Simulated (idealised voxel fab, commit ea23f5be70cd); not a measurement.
The following process module bears the name voxel capacitor over wiring.
Xsec cut, 200 nm wide, square cell size 5 nm.
If you're reading a cross-section in this doc, picture square cells in a grid; it comes to you as bands, top ones listed first down to the bottom, and a band can be one or more rows of cells. Top, bottom (nm), then materials left to right with widths (nm); lone material tagged "full width" fills the whole band edge to edge; "empty" = empty space. Heights are expressed relative to 0, this being the level below which the as-received wafer comprises one material exclusively. The lowest band is unbounded in the downward direction and is denoted as in "from 0 down". The expression "30 to 40" gives the width at the extremes of the band, the first number at its top row of cells and the second at its bottom row, with the width changing by equal amounts from each row to the next in between. Reading "changes: none" for a step: not a cell of the cross-section changed in it. Look at "Closed void entries" for the closed voids: empty spaces with no open path to the top, sized 8 cells or up. Each is width x height at distance, distance from the left edge, all nm. Step line, after settings: the simulator's comment on this step. When a step includes a mask, the "overlay nm" setting on its line states how far to the right of its planned place that mask lay, and negative values state how far to the left.

Steps in the process plan:
1,RECEIVE with material Si
2,CONFORMAL_DEP with material SiO2, thk nm 10
3,CONFORMAL_DEP with material SiCN, thk nm 5
4,DIRECTIONAL_DEP with material SiO2, thk nm 15
5,MASKED_ETCH with tone open, mask id METAL_1, width nm 20, pitch nm 70, etch materials SiO2, depth nm 15, overlay nm 0
6,MASKED_ETCH with tone open, mask id METAL_1, width nm 20, pitch nm 70, etch materials SiCN, depth nm 5, overlay nm 0
7,CONFORMAL_DEP with material TiN, thk nm 5
8,FILL_DEP with material W, thk nm 10
9,CMP with height nm 30
10,CONFORMAL_DEP with material SiCN, thk nm 5
11,DIRECTIONAL_DEP with material lowk, thk nm 20
12,PATTERN with tone open, mask id PLUG_1, material resist, width nm 15, thk nm 20, overlay nm 0
13,DIRECTIONAL_ETCH with etch materials lowk, depth nm 20
14,DIRECTIONAL_ETCH with etch materials SiCN, depth nm 5
15,STRIP with etch materials resist
16,CONFORMAL_DEP with material TiN, thk nm 5
17,FILL_DEP with material Cu, thk nm 10
18,CMP with height nm 55
19,DIRECTIONAL_DEP with material TiN, thk nm 5
20,DIRECTIONAL_DEP with material Al2O3, thk nm 5
21,DIRECTIONAL_DEP with material TiN, thk nm 10
22,MASKED_ETCH with tone cover, mask id UPPER_PLATE, width nm 55, etch materials TiN, depth nm 10, overlay nm 0
23,MASKED_ETCH with tone cover, mask id UPPER_PLATE, width nm 55, etch materials Al2O3, depth nm 5, overlay nm 0
24,MASKED_ETCH with tone cover, mask id LOWER_PLATE, width nm 65, etch materials TiN, depth nm 5, overlay nm 0
25,FILL_DEP with material SiO2, thk nm 15
26,CMP with height nm 85
27,MASKED_ETCH with tone open, mask id PLUG_2, width nm 15, etch materials SiO2, depth nm 10, overlay nm 0
28,CONFORMAL_DEP with material TiN, thk nm 5
29,FILL_DEP with material Cu, thk nm 10
30,CMP with height nm 85
31,CONFORMAL_DEP with material SiN, thk nm 5

First out of two wafers; run went to plan:

Wafer at receipt (post step 1), cross-section:
  from 0 down = Si full width
  Closed void entries: none

The wafer in cross-section once step 2 is complete:
  from 10 to 0 = SiO2 full width
  For the remainder of the cross-section, below 0, there is no change.

The wafer in cross-section once step 3 is complete:
  from 15 to 10 = SiCN full width
  For the remainder of the cross-section, below 10, there is no change.

The wafer in cross-section once step 4 is complete:
  from 30 to 15 = SiO2 full width
  For the remainder of the cross-section, below 15, there is no change.

The wafer in cross-section once step 5 is complete:
  from 30 to 15 = 55 of SiO2 / 20 of empty / 50 of SiO2 / 20 of empty / 55 of SiO2
  For the remainder of the cross-section, below 15, there is no change.

The wafer in cross-section once step 6 is complete:
  from 30 to 15 = 55 of SiO2 / 20 of empty / 50 of SiO2 / 20 of empty / 55 of SiO2
  from 15 to 10 = 55 of SiCN / 20 of empty / 50 of SiCN / 20 of empty / 55 of SiCN
  For the remainder of the cross-section, below 10, there is no change.

The wafer in cross-section once step 7 is complete:
  from 35 to 30 = 60 of TiN / 10 of empty / 60 of TiN / 10 of empty / 60 of TiN
  from 30 to 15 = 55 of SiO2 / 5 of TiN / 10 of empty / 5 of TiN / 50 of SiO2 / 5 of TiN / 10 of empty / 5 of TiN / 55 of SiO2
  from 15 to 10 = 55 of SiCN / 20 of TiN / 50 of SiCN / 20 of TiN / 55 of SiCN
  For the remainder of the cross-section, below 10, there is no change.

The wafer in cross-section once step 8 is complete:
  from 45 to 35 = W full width
  from 35 to 30 = 60 of TiN / 10 of W / 60 of TiN / 10 of W / 60 of TiN
  from 30 to 15 = 55 of SiO2 / 5 of TiN / 10 of W / 5 of TiN / 50 of SiO2 / 5 of TiN / 10 of W / 5 of TiN / 55 of SiO2
  For the remainder of the cross-section, below 15, there is no change.

The wafer in cross-section once step 9 is complete:
  from 30 to 15 = 55 of SiO2 / 5 of TiN / 10 of W / 5 of TiN / 50 of SiO2 / 5 of TiN / 10 of W / 5 of TiN / 55 of SiO2
  For the remainder of the cross-section, below 15, there is no change.

The wafer in cross-section once step 10 is complete:
  from 35 to 30 = SiCN full width
  For the remainder of the cross-section, below 30, there is no change.

The wafer in cross-section once step 11 is complete:
  from 55 to 35 = lowk full width
  For the remainder of the cross-section, below 35, there is no change.

The wafer in cross-section once step 12 is complete:
  from 75 to 55 = 60 of resist / 15 of empty / 125 of resist
  For the remainder of the cross-section, below 55, there is no change.

The wafer in cross-section once step 13 is complete:
  from 75 to 55 = 60 of resist / 15 of empty / 125 of resist
  from 55 to 35 = 60 of lowk / 15 of empty / 125 of lowk
  For the remainder of the cross-section, below 35, there is no change.

The wafer in cross-section once step 14 is complete:
  from 75 to 55 = 60 of resist / 15 of empty / 125 of resist
  from 55 to 35 = 60 of lowk / 15 of empty / 125 of lowk
  from 35 to 30 = 60 of SiCN / 15 of empty / 125 of SiCN
  For the remainder of the cross-section, below 30, there is no change.

The wafer in cross-section once step 15 is complete:
  from 55 to 35 = 60 of lowk / 15 of empty / 125 of lowk
  For the remainder of the cross-section, below 35, there is no change.

The wafer in cross-section once step 16 is complete:
  from 60 to 55 = 65 of TiN / 5 of empty / 130 of TiN
  from 55 to 35 = 60 of lowk / 5 of TiN / 5 of empty / 5 of TiN / 125 of lowk
  from 35 to 30 = 60 of SiCN / 15 of TiN / 125 of SiCN
  For the remainder of the cross-section, below 30, there is no change.

The wafer in cross-section once step 17 is complete:
  from 70 to 60 = Cu full width
  from 60 to 55 = 65 of TiN / 5 of Cu / 130 of TiN
  from 55 to 35 = 60 of lowk / 5 of TiN / 5 of Cu / 5 of TiN / 125 of lowk
  For the remainder of the cross-section, below 35, there is no change.

The wafer in cross-section once step 18 is complete:
  from 55 to 35 = 60 of lowk / 5 of TiN / 5 of Cu / 5 of TiN / 125 of lowk
  For the remainder of the cross-section, below 35, there is no change.

The wafer in cross-section once step 19 is complete:
  from 60 to 55 = TiN full width
  For the remainder of the cross-section, below 55, there is no change.

The wafer in cross-section once step 20 is complete:
  from 65 to 60 = Al2O3 full width
  For the remainder of the cross-section, below 60, there is no change.

The wafer in cross-section once step 21 is complete:
  from 75 to 65 = TiN full width
  For the remainder of the cross-section, below 65, there is no change.

The wafer in cross-section once step 22 is complete:
  from 75 to 65 = 60 of empty / 55 of TiN / 85 of empty
  For the remainder of the cross-section, below 65, there is no change.

The wafer in cross-section once step 23 is complete:
  from 75 to 65 = 60 of empty / 55 of TiN / 85 of empty
  from 65 to 60 = 60 of empty / 55 of Al2O3 / 85 of empty
  For the remainder of the cross-section, below 60, there is no change.

The wafer in cross-section once step 24 is complete:
  from 75 to 65 = 60 of empty / 55 of TiN / 85 of empty
  from 65 to 60 = 60 of empty / 55 of Al2O3 / 85 of empty
  from 60 to 55 = 55 of empty / 65 of TiN / 80 of empty
  For the remainder of the cross-section, below 55, there is no change.

The wafer in cross-section once step 25 is complete:
  from 90 to 75 = SiO2 full width
  from 75 to 65 = 60 of SiO2 / 55 of TiN / 85 of SiO2
  from 65 to 60 = 60 of SiO2 / 55 of Al2O3 / 85 of SiO2
  from 60 to 55 = 55 of SiO2 / 65 of TiN / 80 of SiO2
  For the remainder of the cross-section, below 55, there is no change.

The wafer in cross-section once step 26 is complete:
  from 85 to 75 = SiO2 full width
  For the remainder of the cross-section, below 75, there is no change.

The wafer in cross-section once step 27 is complete:
  from 85 to 75 = 70 of SiO2 / 15 of empty / 115 of SiO2
  For the remainder of the cross-section, below 75, there is no change.

The wafer in cross-section once step 28 is complete:
  from 90 to 85 = 75 of TiN / 5 of empty / 120 of TiN
  from 85 to 80 = 70 of SiO2 / 5 of TiN / 5 of empty / 5 of TiN / 115 of SiO2
  from 80 to 75 = 70 of SiO2 / 15 of TiN / 115 of SiO2
  For the remainder of the cross-section, below 75, there is no change.

The wafer in cross-section once step 29 is complete:
  from 100 to 90 = Cu full width
  from 90 to 85 = 75 of TiN / 5 of Cu / 120 of TiN
  from 85 to 80 = 70 of SiO2 / 5 of TiN / 5 of Cu / 5 of TiN / 115 of SiO2
  For the remainder of the cross-section, below 80, there is no change.

The wafer in cross-section once step 30 is complete:
  from 85 to 80 = 70 of SiO2 / 5 of TiN / 5 of Cu / 5 of TiN / 115 of SiO2
  For the remainder of the cross-section, below 80, there is no change.

The wafer in cross-section once step 31 is complete:
  from 90 to 85 = SiN full width
  For the remainder of the cross-section, below 85, there is no change.

Second of two: same start, same plan, one run error; steps up to and including 26 match the first:

Second wafer, cut view, end of step 27 per plan:
  from 85 to 75 = 70 of SiO2 / 20 of empty / 110 of SiO2
  For the remainder of the cross-section, below 75, there is no change.

Second wafer, cut view, end of step 28 per plan:
  from 90 to 85 = 75 of TiN / 10 of empty / 115 of TiN
  from 85 to 80 = 70 of SiO2 / 5 of TiN / 10 of empty / 5 of TiN / 110 of SiO2
  from 80 to 75 = 70 of SiO2 / 20 of TiN / 110 of SiO2
  For the remainder of the cross-section, below 75, there is no change.

Second wafer, cut view, end of step 29 per plan:
  from 100 to 90 = Cu full width
  from 90 to 85 = 75 of TiN / 10 of Cu / 115 of TiN
  from 85 to 80 = 70 of SiO2 / 5 of TiN / 10 of Cu / 5 of TiN / 110 of SiO2
  For the remainder of the cross-section, below 80, there is no change.

Second wafer, cut view, end of step 30 per plan:
  from 85 to 80 = 70 of SiO2 / 5 of TiN / 10 of Cu / 5 of TiN / 110 of SiO2
  For the remainder of the cross-section, below 80, there is no change.

Second wafer, cut view, end of step 31 per plan:
  from 90 to 85 = SiN full width
  For the remainder of the cross-section, below 85, there is no change.
Short version of what went wrong: heads up, step 27 didn't go per plan, it actually ran as MASKED_ETCH with tone open, mask id PLUG_2, width nm 20, etch materials SiO2, depth nm 10, overlay nm 0
Wafer comparison, final, in cells, second relative to first, materials more or fewer: Cu: 1 more, SiO2: 2 fewer, TiN: 1 more
